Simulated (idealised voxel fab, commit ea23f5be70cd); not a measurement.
This section sets out a process module, namely voxel self aligned vias.
Cross-sectional view cut (width: 215 nm; square cell size: 5 nm).
Cross-section spec: square-cell grid; bands listed top down; each band is one or more rows.
The band entry comprises the height of the band's top followed by the height of its bottom, expressed in nm, and subsequently the band's materials from left to right, each stated together with its width in nm. Where a single material is marked with the word "throughout", that material fills the band from edge to edge. The word "air" represents empty space.
It should be noted that heights are counted from 0, beneath which the wafer as supplied is of one material throughout, and that the lowest band possesses no lower boundary but continues downward, as written in "0 and below".
Note: "30 to 40" means the width goes from the first number (top row of the band) to the second number (bottom row) in equal steps per row of cells.
For the purposes of this document, the phrase "remained the same" attached to a step denotes that no cell within the cross-section was modified by that step.
Empty spaces counting at least 8 cells and having no open way to the top are listed in "Internal closed voids". The notation width x height at distance is used for each, the distance being from the left edge and all three values in nm.
On each step's line, the part that comes after the settings is the simulator's own comment on the step.
For masked steps, "overlay nm" on the step line gives how far right of plan the mask actually lay; a minus sign means it lay to the left.
Heads up before you read on: it's before/after pairs around one process step each, after side only down to the lowest band that changed, step plus settings under the pair. Pairs can be from different runs of this module, same starting wafer, so only chain a pair onto the one above if its "Prior state" entry says so.
# Prior state
	50 down to 35  air=65; aC=20; air=40; aC=20; air=70
	35 down to 15  SiO2 throughout
	15 down to 10  SiCN throughout
	10 down to 0  SiO2 throughout
	0 and below  Si throughout
	Internal closed voids: none
# Cross-Section After Step
	50 down to 35  air=65; aC=20; air=40; aC=20; air=70
	35 down to 15  air=65; SiO2=20; air=40; SiO2=20; air=70
	Unchanged below 15.
	Internal closed voids: none
Here is the step that sits between the two cross-sections above: DIRECTIONAL_ETCH with etch materials SiO2, depth nm 20
Prior state: the pre-step structure is the one depicted after the step in the pair just above.
# Cross-Section After Step
	35 down to 15  air=65; SiO2=20; air=40; SiO2=20; air=70
	Unchanged below 15.
	Internal closed voids: none
Here is the step that sits between the two cross-sections above: STRIP with etch materials aC
Prior state: the pre-step structure is the one depicted after the step in the pair just above.
# Cross-Section After Step
	40 down to 35  air=60; TiN=30; air=30; TiN=30; air=65
	35 down to 20  air=60; TiN=5; SiO2=20; TiN=5; air=30; TiN=5; SiO2=20; TiN=5; air=65
	20 down to 15  TiN=65; SiO2=20; TiN=40; SiO2=20; TiN=70
	Unchanged below 15.
	Internal closed voids: none
Here is the step that sits between the two cross-sections above: CONFORMAL_DEP with material TiN, thk nm 5
Prior state: the pre-step structure is the one depicted after the step in the pair just above.
# Cross-Section After Step
	50 down to 40  W throughout
	40 down to 35  W=60; TiN=30; W=30; TiN=30; W=65
	35 down to 20  W=60; TiN=5; SiO2=20; TiN=5; W=30; TiN=5; SiO2=20; TiN=5; W=65
	Unchanged below 20.
	Internal closed voids: none
Here is the step that sits between the two cross-sections above: FILL_DEP with material W, thk nm 10
Prior state: the pre-step structure is the one depicted after the step in the pair just above.
# Cross-Section After Step
	35 down to 20  W=60; TiN=5; SiO2=20; TiN=5; W=30; TiN=5; SiO2=20; TiN=5; W=65
	Unchanged below 20.
	Internal closed voids: none
Here is the step that sits between the two cross-sections above: CMP with height nm 35
Prior state: the pre-step structure is the one depicted after the step in the pair just above.
# Cross-Section After Step
	35 down to 25  air=65; SiO2=20; air=40; SiO2=20; air=70
	Unchanged below 25.
	Internal closed voids: none
Here is the step that sits between the two cross-sections above: SELECTIVE_ETCH with etch materials W Ru TiN, depth nm 10
Prior state: the pre-step structure is the one depicted after the step in the pair just above.
# Cross-Section After Step
	45 down to 35  SiN throughout
	35 down to 25  SiN=65; SiO2=20; SiN=40; SiO2=20; SiN=70
	Unchanged below 25.
	Internal closed voids: none
Here is the step that sits between the two cross-sections above: FILL_DEP with material SiN, thk nm 10
Prior state: the pre-step structure is the one depicted after the step in the pair just above.
# Cross-Section After Step
	35 down to 25  SiN=65; SiO2=20; SiN=40; SiO2=20; SiN=70
	Unchanged below 25.
	Internal closed voids: none
Here is the step that sits between the two cross-sections above: CMP with height nm 35
Prior state: the pre-step structure is the one depicted after the step in the pair just above.
# Cross-Section After Step
	50 down to 35  SiO2 throughout
	Unchanged below 35.
	Internal closed voids: none
Here is the step that sits between the two cross-sections above: DIRECTIONAL_DEP with material SiO2, thk nm 15
Prior state: the pre-step structure is the one depicted after the step in the pair just above.
# Cross-Section After Step
	60 down to 50  aC throughout
	Unchanged below 50.
	Internal closed voids: none
Here is the step that sits between the two cross-sections above: DIRECTIONAL_DEP with material aC, thk nm 10
Prior state: the pre-step structure is the one depicted after the step in the pair just above.
# Cross-Section After Step
	90 down to 60  resist=60; air=30; resist=125
	Unchanged below 60.
	Internal closed voids: none
Here is the step that sits between the two cross-sections above: PATTERN with tone open, mask id VIAS, material resist, width nm 30, thk nm 30, overlay nm 0
Prior state: the pre-step structure is the one depicted after the step in the pair just above.
# Cross-Section After Step
	80 down to 60  resist=60; air=30; resist=125
	60 down to 50  aC=60; air=30; aC=125
	Unchanged below 50.
	Internal closed voids: none
Here is the step that sits between the two cross-sections above: DIRECTIONAL_ETCH with etch materials aC, depth nm 10
Prior state: the pre-step structure is the one depicted after the step in the pair just above.
# Cross-Section After Step
	60 down to 50  aC=60; air=30; aC=125
	Unchanged below 50.
	Internal closed voids: none
Here is the step that sits between the two cross-sections above: STRIP with etch materials resist
Prior state: the pre-step structure is the one depicted after the step in the pair just above.
# Cross-Section After Step
	60 down to 50  aC=60; air=30; aC=125
	50 down to 35  SiO2=60; air=30; SiO2=125
	Unchanged below 35.
	Internal closed voids: none
Here is the step that sits between the two cross-sections above: DIRECTIONAL_ETCH with etch materials SiO2, depth nm 15
Prior state: the pre-step structure is the one depicted after the step in the pair just above.
# Cross-Section After Step
	60 down to 50  aC=60; air=30; aC=125
	50 down to 35  SiO2=60; air=30; SiO2=125
	35 down to 25  SiN=60; air=5; SiO2=20; air=5; SiN=35; SiO2=20; SiN=70
	Unchanged below 25.
	Internal closed voids: none
Here is the step that sits between the two cross-sections above: DIRECTIONAL_ETCH with etch materials SiN, depth nm 10
Prior state: the pre-step structure is the one depicted after the step in the pair just above.
# Cross-Section After Step
	50 down to 35  SiO2=60; air=30; SiO2=125
	Unchanged below 35.
	Internal closed voids: none
Here is the step that sits between the two cross-sections above: STRIP with etch materials aC
Prior state: the pre-step structure is the one depicted after the step in the pair just above.
# Cross-Section After Step
	55 down to 50  TiN=65; air=20; TiN=130
	50 down to 40  SiO2=60; TiN=5; air=20; TiN=5; SiO2=125
	40 down to 35  SiO2=60; TiN=30; SiO2=125
	35 down to 25  SiN=60; TiN=5; SiO2=20; TiN=5; SiN=35; SiO2=20; SiN=70
	Unchanged below 25.
	Internal closed voids: none
Here is the step that sits between the two cross-sections above: CONFORMAL_DEP with material TiN, thk nm 5
Prior state: the pre-step structure is the one depicted after the step in the pair just above.
# Cross-Section After Step
	60 down to 55  W throughout
	55 down to 50  TiN=65; W=20; TiN=130
	50 down to 40  SiO2=60; TiN=5; W=20; TiN=5; SiO2=125
	Unchanged below 40.
	Internal closed voids: none
Here is the step that sits between the two cross-sections above: FILL_DEP with material W, thk nm 5
Prior state: the pre-step structure is the one depicted after the step in the pair just above.
# Cross-Section After Step
	50 down to 40  SiO2=60; TiN=5; W=20; TiN=5; SiO2=125
	Unchanged below 40.
	Internal closed voids: none
Here is the step that sits between the two cross-sections above: CMP with height nm 50
Prior state: the pre-step structure is the one depicted after the step in the pair just above.
# Cross-Section After Step
	55 down to 50  SiN throughout
	Unchanged below 50.
	Internal closed voids: none
Here is the step that sits between the two cross-sections above: CONFORMAL_DEP with material SiN, thk nm 5
